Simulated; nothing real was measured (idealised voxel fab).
process module | voxel quadruple lines
Cross-section cut: width 180 nm, square cells of 5 nm.
Cross-section, as written here: a square-cell grid given band by band from the top down, where a band holds one or more rows of cells.
Band: top height; bottom height; in nm. Then, left to right: material with width in nm, for each material. "everywhere": a single material spanning edge to edge. "blank": empty space.
Heads up on the height convention: 0 is the point under which the incoming wafer is all one material, and the lowest band has no bottom, it just keeps going down, like "0 nm and below".
So if you see something like "30->40" for the width, read it as the top row of the band sitting at the first number and the bottom row at the second, with every row in between moving by the same amount as the last.
"nothing was modified" -> step changed no cross-section cell.
Each empty space that has no open way to the top and spans at least 8 cells appears under "Closed cavities" as width x height at distance, the distance counted from the left edge, all in nm.
What comes after the settings on a step's line is commentary from the simulator itself on that step.
The setting "overlay nm" may be written on the line of a step. When the step uses a mask, the value reports how far to the right of the planned place the mask lay, and a negative value reports that it lay to the left.

## Steps in the process plan
1. RECEIVE | material Si
2. CONFORMAL_DEP | material Al2O3 | thk nm 5
3. DIRECTIONAL_DEP | material TiN | thk nm 10
4. DIRECTIONAL_DEP | material polySi | thk nm 15
5. DIRECTIONAL_DEP | material aC | thk nm 25
6. PATTERN | tone cover | mask id MANDREL | material resist | width nm 25 | thk nm 35 | overlay nm 0
7. DIRECTIONAL_ETCH | etch materials aC | depth nm 25
8. STRIP | etch materials resist
9. CONFORMAL_DEP | material SiO2 | thk nm 15
10. DIRECTIONAL_ETCH | etch materials SiO2 | depth nm 15
11. STRIP | etch materials aC
12. DIRECTIONAL_ETCH | etch materials polySi | depth nm 15
13. STRIP | etch materials SiO2
14. CONFORMAL_DEP | material SiCN | thk nm 5
15. DIRECTIONAL_ETCH | etch materials SiCN | depth nm 5
16. STRIP | etch materials polySi
17. DIRECTIONAL_ETCH | etch materials TiN | depth nm 10
18. STRIP | etch materials SiCN

## The first wafer of two, processed as planned

## As-received wafer cross-section (after step 1)
0 nm and below | Si everywhere
Closed cavities: none

## How the wafer stands in section after step 2
5 nm to 0 nm | Al2O3 everywhere
Everything under 0 stays put, no change at all.

## How the wafer stands in section after step 3
15 nm to 5 nm | TiN everywhere
Everything under 5 stays put, no change at all.

## How the wafer stands in section after step 4
30 nm to 15 nm | polySi everywhere
Everything under 15 stays put, no change at all.

## How the wafer stands in section after step 5
55 nm to 30 nm | aC everywhere
Everything under 30 stays put, no change at all.

## How the wafer stands in section after step 6
90 nm to 55 nm | 75 of blank  25 of resist  80 of blank
Everything under 55 stays put, no change at all.

## How the wafer stands in section after step 7
65 nm to 55 nm | 75 of blank  25 of resist  80 of blank
55 nm to 30 nm | 75 of blank  25 of aC  80 of blank
Everything under 30 stays put, no change at all.

## How the wafer stands in section after step 8
55 nm to 30 nm | 75 of blank  25 of aC  80 of blank
Everything under 30 stays put, no change at all.

## How the wafer stands in section after step 9
70 nm to 55 nm | 60 of blank  55 of SiO2  65 of blank
55 nm to 45 nm | 60 of blank  15 of SiO2  25 of aC  15 of SiO2  65 of blank
45 nm to 30 nm | 75 of SiO2  25 of aC  80 of SiO2
Everything under 30 stays put, no change at all.

## How the wafer stands in section after step 10
55 nm to 30 nm | 60 of blank  15 of SiO2  25 of aC  15 of SiO2  65 of blank
Everything under 30 stays put, no change at all.

## How the wafer stands in section after step 11
55 nm to 30 nm | 60 of blank  15 of SiO2  25 of blank  15 of SiO2  65 of blank
Everything under 30 stays put, no change at all.

## How the wafer stands in section after step 12
55 nm to 30 nm | 60 of blank  15 of SiO2  25 of blank  15 of SiO2  65 of blank
30 nm to 15 nm | 60 of blank  15 of polySi  25 of blank  15 of polySi  65 of blank
Everything under 15 stays put, no change at all.

## How the wafer stands in section after step 13
30 nm to 15 nm | 60 of blank  15 of polySi  25 of blank  15 of polySi  65 of blank
Everything under 15 stays put, no change at all.

## How the wafer stands in section after step 14
35 nm to 30 nm | 55 of blank  25 of SiCN  15 of blank  25 of SiCN  60 of blank
30 nm to 20 nm | 55 of blank  5 of SiCN  15 of polySi  5 of SiCN  15 of blank  5 of SiCN  15 of polySi  5 of SiCN  60 of blank
20 nm to 15 nm | 60 of SiCN  15 of polySi  25 of SiCN  15 of polySi  65 of SiCN
Everything under 15 stays put, no change at all.

## How the wafer stands in section after step 15
30 nm to 15 nm | 55 of blank  5 of SiCN  15 of polySi  5 of SiCN  15 of blank  5 of SiCN  15 of polySi  5 of SiCN  60 of blank
Everything under 15 stays put, no change at all.

## How the wafer stands in section after step 16
30 nm to 15 nm | 55 of blank  5 of SiCN  15 of blank  5 of SiCN  15 of blank  5 of SiCN  15 of blank  5 of SiCN  60 of blank
Everything under 15 stays put, no change at all.

## How the wafer stands in section after step 17
30 nm to 15 nm | 55 of blank  5 of SiCN  15 of blank  5 of SiCN  15 of blank  5 of SiCN  15 of blank  5 of SiCN  60 of blank
15 nm to 5 nm | 55 of blank  5 of TiN  15 of blank  5 of TiN  15 of blank  5 of TiN  15 of blank  5 of TiN  60 of blank
Everything under 5 stays put, no change at all.

## How the wafer stands in section after step 18
15 nm to 5 nm | 55 of blank  5 of TiN  15 of blank  5 of TiN  15 of blank  5 of TiN  15 of blank  5 of TiN  60 of blank
Everything under 5 stays put, no change at all.

## Second of two: same start, same plan, one run error; steps up to and including 5 match the first

## Second wafer, cut view, end of step 6 per plan
90 nm to 55 nm | 75 of resist  25 of blank  80 of resist
Everything under 55 stays put, no change at all.

## Second wafer, cut view, end of step 7 per plan
65 nm to 55 nm | 75 of resist  25 of blank  80 of resist
55 nm to 30 nm | 75 of aC  25 of blank  80 of aC
Everything under 30 stays put, no change at all.

## Second wafer, cut view, end of step 8 per plan
55 nm to 30 nm | 75 of aC  25 of blank  80 of aC
Everything under 30 stays put, no change at all.

## Second wafer, cut view, end of step 9 per plan
70 nm to 55 nm | SiO2 everywhere
55 nm to 30 nm | 75 of aC  25 of SiO2  80 of aC
Everything under 30 stays put, no change at all.

## Second wafer, cut view, end of step 10 per plan
55 nm to 30 nm | 75 of aC  25 of SiO2  80 of aC
Everything under 30 stays put, no change at all.

## Second wafer, cut view, end of step 11 per plan
55 nm to 30 nm | 75 of blank  25 of SiO2  80 of blank
Everything under 30 stays put, no change at all.

## Second wafer, cut view, end of step 12 per plan
55 nm to 30 nm | 75 of blank  25 of SiO2  80 of blank
30 nm to 15 nm | 75 of blank  25 of polySi  80 of blank
Everything under 15 stays put, no change at all.

## Second wafer, cut view, end of step 13 per plan
30 nm to 15 nm | 75 of blank  25 of polySi  80 of blank
Everything under 15 stays put, no change at all.

## Second wafer, cut view, end of step 14 per plan
35 nm to 30 nm | 70 of blank  35 of SiCN  75 of blank
30 nm to 20 nm | 70 of blank  5 of SiCN  25 of polySi  5 of SiCN  75 of blank
20 nm to 15 nm | 75 of SiCN  25 of polySi  80 of SiCN
Everything under 15 stays put, no change at all.

## Second wafer, cut view, end of step 15 per plan
30 nm to 15 nm | 70 of blank  5 of SiCN  25 of polySi  5 of SiCN  75 of blank
Everything under 15 stays put, no change at all.

## Second wafer, cut view, end of step 16 per plan
30 nm to 15 nm | 70 of blank  5 of SiCN  25 of blank  5 of SiCN  75 of blank
Everything under 15 stays put, no change at all.

## Second wafer, cut view, end of step 17 per plan
30 nm to 15 nm | 70 of blank  5 of SiCN  25 of blank  5 of SiCN  75 of blank
15 nm to 5 nm | 70 of blank  5 of TiN  25 of blank  5 of TiN  75 of blank
Everything under 5 stays put, no change at all.

## Second wafer, cut view, end of step 18 per plan
15 nm to 5 nm | 70 of blank  5 of TiN  25 of blank  5 of TiN  75 of blank
Everything under 5 stays put, no change at all.
What went wrong in running the wafer? contrary to plan, step 6 was performed as PATTERN | tone open | mask id MANDREL | material resist | width nm 25 | thk nm 35 | overlay nm 0
Final difference in cells, second wafer against first, listed per material as more or fewer: -4 TiN
